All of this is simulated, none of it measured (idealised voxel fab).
Name of the process module below: voxel wiring stack
The cross-section on display is named cut; it measures 220 nm wide, and its cells are 5 nm squares.
Reading order for cross-sections: top band down to bottom band. Underlying form: a grid of square cells. Band size: one or more rows of cells.
Band: top and bottom heights (nm) first, top before bottom; then materials from left to right, widths in nm. "full width" marks a sole material filling the band edge to edge. "blank" denotes empty space.
Heights are measured from 0, the level below which the as-received wafer is all one material; the lowest band has no bottom and continues downward, written as in "top 0, no bottom".
Think of "30..40" as a width that walks from the first number to the second as you go down the band, top row to bottom row, taking equal-sized steps from row to row.
Key: "remained unchanged" - step with no changed cell in the cross-section.
"Voids, enclosed" contains a list of empty spaces, each no smaller than 8 cells and without an open way to the top, written in the form width x height at distance with the distance from the left edge and all three in nm.
Past the settings on a step's line: simulator remark, on that step.
"overlay nm" on a masked step: distance the mask lay right of its planned place, negative for left.
Steps in the process plan:
1: RECEIVE: material Si
2: CONFORMAL_DEP: material SiO2, thk nm 10
3: DIRECTIONAL_DEP: material TiN, thk nm 5
4: DIRECTIONAL_DEP: material Ru, thk nm 20
5: DIRECTIONAL_DEP: material aC, thk nm 15
6: PATTERN: tone cover, mask id METAL_1, material resist, width nm 20, pitch nm 45, thk nm 35, overlay nm 0
7: DIRECTIONAL_ETCH: etch materials aC, depth nm 15
8: STRIP: etch materials resist
9: DIRECTIONAL_ETCH: etch materials Ru, depth nm 20
10: DIRECTIONAL_ETCH: etch materials TiN, depth nm 5
11: STRIP: etch materials aC
12: CONFORMAL_DEP: material SiCN, thk nm 5
13: FILL_DEP: material lowk, thk nm 5
14: CMP: height nm 35
15: CONFORMAL_DEP: material SiCN, thk nm 5
16: DIRECTIONAL_DEP: material lowk, thk nm 15
17: DIRECTIONAL_DEP: material aC, thk nm 10
18: PATTERN: tone open, mask id PLUG_1, material resist, width nm 15, pitch nm 45, thk nm 25, overlay nm 0
19: DIRECTIONAL_ETCH: etch materials aC, depth nm 10
20: STRIP: etch materials resist
21: DIRECTIONAL_ETCH: etch materials lowk, depth nm 15
22: DIRECTIONAL_ETCH: etch materials SiCN, depth nm 5
23: STRIP: etch materials aC
24: EPI: material Ru, thk nm 10
25: EPI: material Ru, thk nm 10
26: DIRECTIONAL_DEP: material TiN, thk nm 5
27: DIRECTIONAL_DEP: material W, thk nm 25
28: DIRECTIONAL_DEP: material aC, thk nm 15
29: PATTERN: tone cover, mask id METAL_2, material resist, width nm 20, pitch nm 45, thk nm 30, overlay nm 0
30: DIRECTIONAL_ETCH: etch materials aC, depth nm 15
31: STRIP: etch materials resist
32: DIRECTIONAL_ETCH: etch materials W, depth nm 25
33: DIRECTIONAL_ETCH: etch materials TiN, depth nm 5
34: STRIP: etch materials aC
35: FILL_DEP: material lowk, thk nm 10
36: CMP: height nm 85
37: CONFORMAL_DEP: material SiCN, thk nm 5
38: DIRECTIONAL_DEP: material lowk, thk nm 30
39: PATTERN: tone open, mask id METAL_3, material resist, width nm 20, pitch nm 45, thk nm 20, overlay nm 0
40: DIRECTIONAL_ETCH: etch materials lowk, depth nm 15
41: STRIP: etch materials resist
42: MASKED_ETCH: tone open, mask id METAL_3_HOLES, width nm 15, pitch nm 45, etch materials lowk, depth nm 15, overlay nm 0
43: MASKED_ETCH: tone open, mask id METAL_3_HOLES, width nm 15, pitch nm 45, etch materials SiCN, depth nm 5, overlay nm 0
44: CONFORMAL_DEP: material TiN, thk nm 5
45: FILL_DEP: material Cu, thk nm 5
46: CMP: height nm 120
47: CONFORMAL_DEP: material SiN, thk nm 5
On the first of the two wafers: run conducted according to plan:
Cross-section of the wafer at receipt, which is the condition after step 1:
* top 0, no bottom | Si full width
* Voids, enclosed: none
Once step 2 is through, the wafer looks like this in cross-section:
* top 10, bottom 0 | SiO2 full width
* below 0: unchanged
Once step 3 is through, the wafer looks like this in cross-section:
* top 15, bottom 10 | TiN full width
* below 10: unchanged
Once step 4 is through, the wafer looks like this in cross-section:
* top 35, bottom 15 | Ru full width
* below 15: unchanged
Once step 5 is through, the wafer looks like this in cross-section:
* top 50, bottom 35 | aC full width
* below 35: unchanged
Once step 6 is through, the wafer looks like this in cross-section:
* top 85, bottom 50 | blank (75)  resist (20)  blank (25)  resist (20)  blank (80)
* below 50: unchanged
Once step 7 is through, the wafer looks like this in cross-section:
* top 70, bottom 50 | blank (75)  resist (20)  blank (25)  resist (20)  blank (80)
* top 50, bottom 35 | blank (75)  aC (20)  blank (25)  aC (20)  blank (80)
* below 35: unchanged
Once step 8 is through, the wafer looks like this in cross-section:
* top 50, bottom 35 | blank (75)  aC (20)  blank (25)  aC (20)  blank (80)
* below 35: unchanged
Once step 9 is through, the wafer looks like this in cross-section:
* top 50, bottom 35 | blank (75)  aC (20)  blank (25)  aC (20)  blank (80)
* top 35, bottom 15 | blank (75)  Ru (20)  blank (25)  Ru (20)  blank (80)
* below 15: unchanged
Once step 10 is through, the wafer looks like this in cross-section:
* top 50, bottom 35 | blank (75)  aC (20)  blank (25)  aC (20)  blank (80)
* top 35, bottom 15 | blank (75)  Ru (20)  blank (25)  Ru (20)  blank (80)
* top 15, bottom 10 | blank (75)  TiN (20)  blank (25)  TiN (20)  blank (80)
* below 10: unchanged
Once step 11 is through, the wafer looks like this in cross-section:
* top 35, bottom 15 | blank (75)  Ru (20)  blank (25)  Ru (20)  blank (80)
* below 15: unchanged
Once step 12 is through, the wafer looks like this in cross-section:
* top 40, bottom 35 | blank (70)  SiCN (30)  blank (15)  SiCN (30)  blank (75)
* top 35, bottom 15 | blank (70)  SiCN (5)  Ru (20)  SiCN (5)  blank (15)  SiCN (5)  Ru (20)  SiCN (5)  blank (75)
* top 15, bottom 10 | SiCN (75)  TiN (20)  SiCN (25)  TiN (20)  SiCN (80)
* below 10: unchanged
Once step 13 is through, the wafer looks like this in cross-section:
* top 45, bottom 40 | lowk full width
* top 40, bottom 35 | lowk (70)  SiCN (30)  lowk (15)  SiCN (30)  lowk (75)
* top 35, bottom 15 | lowk (70)  SiCN (5)  Ru (20)  SiCN (5)  lowk (15)  SiCN (5)  Ru (20)  SiCN (5)  lowk (75)
* below 15: unchanged
Once step 14 is through, the wafer looks like this in cross-section:
* top 35, bottom 15 | lowk (70)  SiCN (5)  Ru (20)  SiCN (5)  lowk (15)  SiCN (5)  Ru (20)  SiCN (5)  lowk (75)
* below 15: unchanged
Once step 15 is through, the wafer looks like this in cross-section:
* top 40, bottom 35 | SiCN full width
* below 35: unchanged
Once step 16 is through, the wafer looks like this in cross-section:
* top 55, bottom 40 | lowk full width
* below 40: unchanged
Once step 17 is through, the wafer looks like this in cross-section:
* top 65, bottom 55 | aC full width
* below 55: unchanged
Once step 18 is through, the wafer looks like this in cross-section:
* top 90, bottom 65 | resist (75)  blank (15)  resist (30)  blank (15)  resist (85)
* below 65: unchanged
Once step 19 is through, the wafer looks like this in cross-section:
* top 80, bottom 65 | resist (75)  blank (15)  resist (30)  blank (15)  resist (85)
* top 65, bottom 55 | aC (75)  blank (15)  aC (30)  blank (15)  aC (85)
* below 55: unchanged
Once step 20 is through, the wafer looks like this in cross-section:
* top 65, bottom 55 | aC (75)  blank (15)  aC (30)  blank (15)  aC (85)
* below 55: unchanged
Once step 21 is through, the wafer looks like this in cross-section:
* top 65, bottom 55 | aC (75)  blank (15)  aC (30)  blank (15)  aC (85)
* top 55, bottom 40 | lowk (75)  blank (15)  lowk (30)  blank (15)  lowk (85)
* below 40: unchanged
Once step 22 is through, the wafer looks like this in cross-section:
* top 65, bottom 55 | aC (75)  blank (15)  aC (30)  blank (15)  aC (85)
* top 55, bottom 40 | lowk (75)  blank (15)  lowk (30)  blank (15)  lowk (85)
* top 40, bottom 35 | SiCN (75)  blank (15)  SiCN (30)  blank (15)  SiCN (85)
* below 35: unchanged
Once step 23 is through, the wafer looks like this in cross-section:
* top 55, bottom 40 | lowk (75)  blank (15)  lowk (30)  blank (15)  lowk (85)
* below 40: unchanged
Once step 24 is through, the wafer looks like this in cross-section:
* top 55, bottom 45 | lowk (75)  blank (15)  lowk (30)  blank (15)  lowk (85)
* top 45, bottom 40 | lowk (75)  Ru (15)  lowk (30)  Ru (15)  lowk (85)
* top 40, bottom 35 | SiCN (75)  Ru (15)  SiCN (30)  Ru (15)  SiCN (85)
* below 35: unchanged
Once step 25 is through, the wafer looks like this in cross-section:
* top 55, bottom 40 | lowk (75)  Ru (15)  lowk (30)  Ru (15)  lowk (85)
* below 40: unchanged
Once step 26 is through, the wafer looks like this in cross-section:
* top 60, bottom 55 | TiN full width
* below 55: unchanged
Once step 27 is through, the wafer looks like this in cross-section:
* top 85, bottom 60 | W full width
* below 60: unchanged
Once step 28 is through, the wafer looks like this in cross-section:
* top 100, bottom 85 | aC full width
* below 85: unchanged
Once step 29 is through, the wafer looks like this in cross-section:
* top 130, bottom 100 | blank (75)  resist (20)  blank (25)  resist (20)  blank (80)
* below 100: unchanged
Once step 30 is through, the wafer looks like this in cross-section:
* top 115, bottom 100 | blank (75)  resist (20)  blank (25)  resist (20)  blank (80)
* top 100, bottom 85 | blank (75)  aC (20)  blank (25)  aC (20)  blank (80)
* below 85: unchanged
Once step 31 is through, the wafer looks like this in cross-section:
* top 100, bottom 85 | blank (75)  aC (20)  blank (25)  aC (20)  blank (80)
* below 85: unchanged
Once step 32 is through, the wafer looks like this in cross-section:
* top 100, bottom 85 | blank (75)  aC (20)  blank (25)  aC (20)  blank (80)
* top 85, bottom 60 | blank (75)  W (20)  blank (25)  W (20)  blank (80)
* below 60: unchanged
Once step 33 is through, the wafer looks like this in cross-section:
* top 100, bottom 85 | blank (75)  aC (20)  blank (25)  aC (20)  blank (80)
* top 85, bottom 60 | blank (75)  W (20)  blank (25)  W (20)  blank (80)
* top 60, bottom 55 | blank (75)  TiN (20)  blank (25)  TiN (20)  blank (80)
* below 55: unchanged
Once step 34 is through, the wafer looks like this in cross-section:
* top 85, bottom 60 | blank (75)  W (20)  blank (25)  W (20)  blank (80)
* below 60: unchanged
Once step 35 is through, the wafer looks like this in cross-section:
* top 95, bottom 85 | lowk full width
* top 85, bottom 60 | lowk (75)  W (20)  lowk (25)  W (20)  lowk (80)
* top 60, bottom 55 | lowk (75)  TiN (20)  lowk (25)  TiN (20)  lowk (80)
* below 55: unchanged
Once step 36 is through, the wafer looks like this in cross-section:
* top 85, bottom 60 | lowk (75)  W (20)  lowk (25)  W (20)  lowk (80)
* below 60: unchanged
Once step 37 is through, the wafer looks like this in cross-section:
* top 90, bottom 85 | SiCN full width
* below 85: unchanged
Once step 38 is through, the wafer looks like this in cross-section:
* top 120, bottom 90 | lowk full width
* below 90: unchanged
Once step 39 is through, the wafer looks like this in cross-section:
* top 140, bottom 120 | resist (75)  blank (20)  resist (25)  blank (20)  resist (80)
* below 120: unchanged
Once step 40 is through, the wafer looks like this in cross-section:
* top 140, bottom 120 | resist (75)  blank (20)  resist (25)  blank (20)  resist (80)
* top 120, bottom 105 | lowk (75)  blank (20)  lowk (25)  blank (20)  lowk (80)
* below 105: unchanged
Once step 41 is through, the wafer looks like this in cross-section:
* top 120, bottom 105 | lowk (75)  blank (20)  lowk (25)  blank (20)  lowk (80)
* below 105: unchanged
Once step 42 is through, the wafer looks like this in cross-section:
* top 120, bottom 105 | lowk (75)  blank (20)  lowk (25)  blank (20)  lowk (80)
* top 105, bottom 90 | lowk (75)  blank (15)  lowk (30)  blank (15)  lowk (85)
* below 90: unchanged
Once step 43 is through, the wafer looks like this in cross-section:
* top 120, bottom 105 | lowk (75)  blank (20)  lowk (25)  blank (20)  lowk (80)
* top 105, bottom 90 | lowk (75)  blank (15)  lowk (30)  blank (15)  lowk (85)
* top 90, bottom 85 | SiCN (75)  blank (15)  SiCN (30)  blank (15)  SiCN (85)
* below 85: unchanged
Once step 44 is through, the wafer looks like this in cross-section:
* top 125, bottom 120 | TiN (80)  blank (10)  TiN (35)  blank (10)  TiN (85)
* top 120, bottom 110 | lowk (75)  TiN (5)  blank (10)  TiN (5)  lowk (25)  TiN (5)  blank (10)  TiN (5)  lowk (80)
* top 110, bottom 105 | lowk (75)  TiN (5)  blank (5)  TiN (10)  lowk (25)  TiN (5)  blank (5)  TiN (10)  lowk (80)
* top 105, bottom 90 | lowk (75)  TiN (5)  blank (5)  TiN (5)  lowk (30)  TiN (5)  blank (5)  TiN (5)  lowk (85)
* top 90, bottom 85 | SiCN (75)  TiN (15)  SiCN (30)  TiN (15)  SiCN (85)
* below 85: unchanged
Once step 45 is through, the wafer looks like this in cross-section:
* top 130, bottom 125 | Cu full width
* top 125, bottom 120 | TiN (80)  Cu (10)  TiN (35)  Cu (10)  TiN (85)
* top 120, bottom 110 | lowk (75)  TiN (5)  Cu (10)  TiN (5)  lowk (25)  TiN (5)  Cu (10)  TiN (5)  lowk (80)
* top 110, bottom 105 | lowk (75)  TiN (5)  Cu (5)  TiN (10)  lowk (25)  TiN (5)  Cu (5)  TiN (10)  lowk (80)
* top 105, bottom 90 | lowk (75)  TiN (5)  Cu (5)  TiN (5)  lowk (30)  TiN (5)  Cu (5)  TiN (5)  lowk (85)
* below 90: unchanged
Once step 46 is through, the wafer looks like this in cross-section:
* top 120, bottom 110 | lowk (75)  TiN (5)  Cu (10)  TiN (5)  lowk (25)  TiN (5)  Cu (10)  TiN (5)  lowk (80)
* below 110: unchanged
Once step 47 is through, the wafer looks like this in cross-section:
* top 125, bottom 120 | SiN full width
* below 120: unchanged
The second wafer: identical to the first at the outset and in its planned sequence, differing only in that one mistake was made during processing; up to and including step 23, its path is the first wafer's path:
Cross-section: second wafer, time at which step 25 was scheduled to end:
* top 55, bottom 45 | lowk (75)  blank (15)  lowk (30)  blank (15)  lowk (85)
* top 45, bottom 40 | lowk (75)  Ru (15)  lowk (30)  Ru (15)  lowk (85)
* top 40, bottom 35 | SiCN (75)  Ru (15)  SiCN (30)  Ru (15)  SiCN (85)
* below 35: unchanged
Cross-section: second wafer, time at which step 26 was scheduled to end:
* top 60, bottom 55 | TiN (75)  blank (15)  TiN (30)  blank (15)  TiN (85)
* top 55, bottom 50 | lowk (75)  blank (15)  lowk (30)  blank (15)  lowk (85)
* top 50, bottom 45 | lowk (75)  TiN (15)  lowk (30)  TiN (15)  lowk (85)
* below 45: unchanged
Cross-section: second wafer, time at which step 27 was scheduled to end:
* top 85, bottom 75 | W (75)  blank (15)  W (30)  blank (15)  W (85)
* top 75, bottom 60 | W full width
* top 60, bottom 55 | TiN (75)  W (15)  TiN (30)  W (15)  TiN (85)
* top 55, bottom 50 | lowk (75)  W (15)  lowk (30)  W (15)  lowk (85)
* below 50: unchanged
Cross-section: second wafer, time at which step 28 was scheduled to end:
* top 100, bottom 90 | aC (75)  blank (15)  aC (30)  blank (15)  aC (85)
* top 90, bottom 85 | aC full width
* top 85, bottom 75 | W (75)  aC (15)  W (30)  aC (15)  W (85)
* below 75: unchanged
Cross-section: second wafer, time at which step 29 was scheduled to end:
* top 130, bottom 100 | blank (75)  resist (20)  blank (25)  resist (20)  blank (80)
* top 100, bottom 90 | aC (75)  resist (15)  aC (30)  resist (15)  aC (85)
* below 90: unchanged
Cross-section: second wafer, time at which step 30 was scheduled to end:
* top 115, bottom 100 | blank (75)  resist (20)  blank (25)  resist (20)  blank (80)
* top 100, bottom 90 | blank (75)  resist (15)  aC (5)  blank (25)  resist (15)  aC (5)  blank (80)
* top 90, bottom 85 | blank (75)  aC (20)  blank (25)  aC (20)  blank (80)
* below 85: unchanged
Cross-section: second wafer, time at which step 31 was scheduled to end:
* top 100, bottom 90 | blank (90)  aC (5)  blank (40)  aC (5)  blank (80)
* below 90: unchanged
Cross-section: second wafer, time at which step 32 was scheduled to end:
* top 100, bottom 90 | blank (90)  aC (5)  blank (40)  aC (5)  blank (80)
* top 90, bottom 85 | blank (75)  aC (20)  blank (25)  aC (20)  blank (80)
* top 85, bottom 75 | blank (75)  aC (15)  W (5)  blank (25)  aC (15)  W (5)  blank (80)
* top 75, bottom 60 | blank (75)  W (20)  blank (25)  W (20)  blank (80)
* below 60: unchanged
Cross-section: second wafer, time at which step 33 was scheduled to end:
* top 100, bottom 90 | blank (90)  aC (5)  blank (40)  aC (5)  blank (80)
* top 90, bottom 85 | blank (75)  aC (20)  blank (25)  aC (20)  blank (80)
* top 85, bottom 75 | blank (75)  aC (15)  W (5)  blank (25)  aC (15)  W (5)  blank (80)
* top 75, bottom 60 | blank (75)  W (20)  blank (25)  W (20)  blank (80)
* top 60, bottom 55 | blank (75)  W (15)  TiN (5)  blank (25)  W (15)  TiN (5)  blank (80)
* below 55: unchanged
Cross-section: second wafer, time at which step 34 was scheduled to end:
* top 85, bottom 75 | blank (90)  W (5)  blank (40)  W (5)  blank (80)
* below 75: unchanged
Cross-section: second wafer, time at which step 35 was scheduled to end:
* top 95, bottom 85 | lowk full width
* top 85, bottom 75 | lowk (90)  W (5)  lowk (40)  W (5)  lowk (80)
* top 75, bottom 60 | lowk (75)  W (20)  lowk (25)  W (20)  lowk (80)
* top 60, bottom 55 | lowk (75)  W (15)  TiN (5)  lowk (25)  W (15)  TiN (5)  lowk (80)
* below 55: unchanged
Cross-section: second wafer, time at which step 36 was scheduled to end:
* top 85, bottom 75 | lowk (90)  W (5)  lowk (40)  W (5)  lowk (80)
* below 75: unchanged
Cross-section: second wafer, time at which step 37 was scheduled to end:
* top 90, bottom 85 | SiCN full width
* below 85: unchanged
Cross-section: second wafer, time at which step 38 was scheduled to end:
* top 120, bottom 90 | lowk full width
* below 90: unchanged
Cross-section: second wafer, time at which step 39 was scheduled to end:
* top 140, bottom 120 | resist (75)  blank (20)  resist (25)  blank (20)  resist (80)
* below 120: unchanged
Cross-section: second wafer, time at which step 40 was scheduled to end:
* top 140, bottom 120 | resist (75)  blank (20)  resist (25)  blank (20)  resist (80)
* top 120, bottom 105 | lowk (75)  blank (20)  lowk (25)  blank (20)  lowk (80)
* below 105: unchanged
Cross-section: second wafer, time at which step 41 was scheduled to end:
* top 120, bottom 105 | lowk (75)  blank (20)  lowk (25)  blank (20)  lowk (80)
* below 105: unchanged
Cross-section: second wafer, time at which step 42 was scheduled to end:
* top 120, bottom 105 | lowk (75)  blank (20)  lowk (25)  blank (20)  lowk (80)
* top 105, bottom 90 | lowk (75)  blank (15)  lowk (30)  blank (15)  lowk (85)
* below 90: unchanged
Cross-section: second wafer, time at which step 43 was scheduled to end:
* top 120, bottom 105 | lowk (75)  blank (20)  lowk (25)  blank (20)  lowk (80)
* top 105, bottom 90 | lowk (75)  blank (15)  lowk (30)  blank (15)  lowk (85)
* top 90, bottom 85 | SiCN (75)  blank (15)  SiCN (30)  blank (15)  SiCN (85)
* below 85: unchanged
Cross-section: second wafer, time at which step 44 was scheduled to end:
* top 125, bottom 120 | TiN (80)  blank (10)  TiN (35)  blank (10)  TiN (85)
* top 120, bottom 110 | lowk (75)  TiN (5)  blank (10)  TiN (5)  lowk (25)  TiN (5)  blank (10)  TiN (5)  lowk (80)
* top 110, bottom 105 | lowk (75)  TiN (5)  blank (5)  TiN (10)  lowk (25)  TiN (5)  blank (5)  TiN (10)  lowk (80)
* top 105, bottom 90 | lowk (75)  TiN (5)  blank (5)  TiN (5)  lowk (30)  TiN (5)  blank (5)  TiN (5)  lowk (85)
* top 90, bottom 85 | SiCN (75)  TiN (15)  SiCN (30)  TiN (15)  SiCN (85)
* below 85: unchanged
Cross-section: second wafer, time at which step 45 was scheduled to end:
* top 130, bottom 125 | Cu full width
* top 125, bottom 120 | TiN (80)  Cu (10)  TiN (35)  Cu (10)  TiN (85)
* top 120, bottom 110 | lowk (75)  TiN (5)  Cu (10)  TiN (5)  lowk (25)  TiN (5)  Cu (10)  TiN (5)  lowk (80)
* top 110, bottom 105 | lowk (75)  TiN (5)  Cu (5)  TiN (10)  lowk (25)  TiN (5)  Cu (5)  TiN (10)  lowk (80)
* top 105, bottom 90 | lowk (75)  TiN (5)  Cu (5)  TiN (5)  lowk (30)  TiN (5)  Cu (5)  TiN (5)  lowk (85)
* below 90: unchanged
Cross-section: second wafer, time at which step 46 was scheduled to end:
* top 120, bottom 110 | lowk (75)  TiN (5)  Cu (10)  TiN (5)  lowk (25)  TiN (5)  Cu (10)  TiN (5)  lowk (80)
* below 110: unchanged
Cross-section: second wafer, time at which step 47 was scheduled to end:
* top 125, bottom 120 | SiN full width
* below 120: unchanged
Deviation from plan: one of the steps 24 and 25 was omitted; as these steps are identical, the omitted step is not identifiable
Bottom line after processing is that, in cells, the second wafer is up or down on some materials versus the first: -12 Ru | +12 lowk
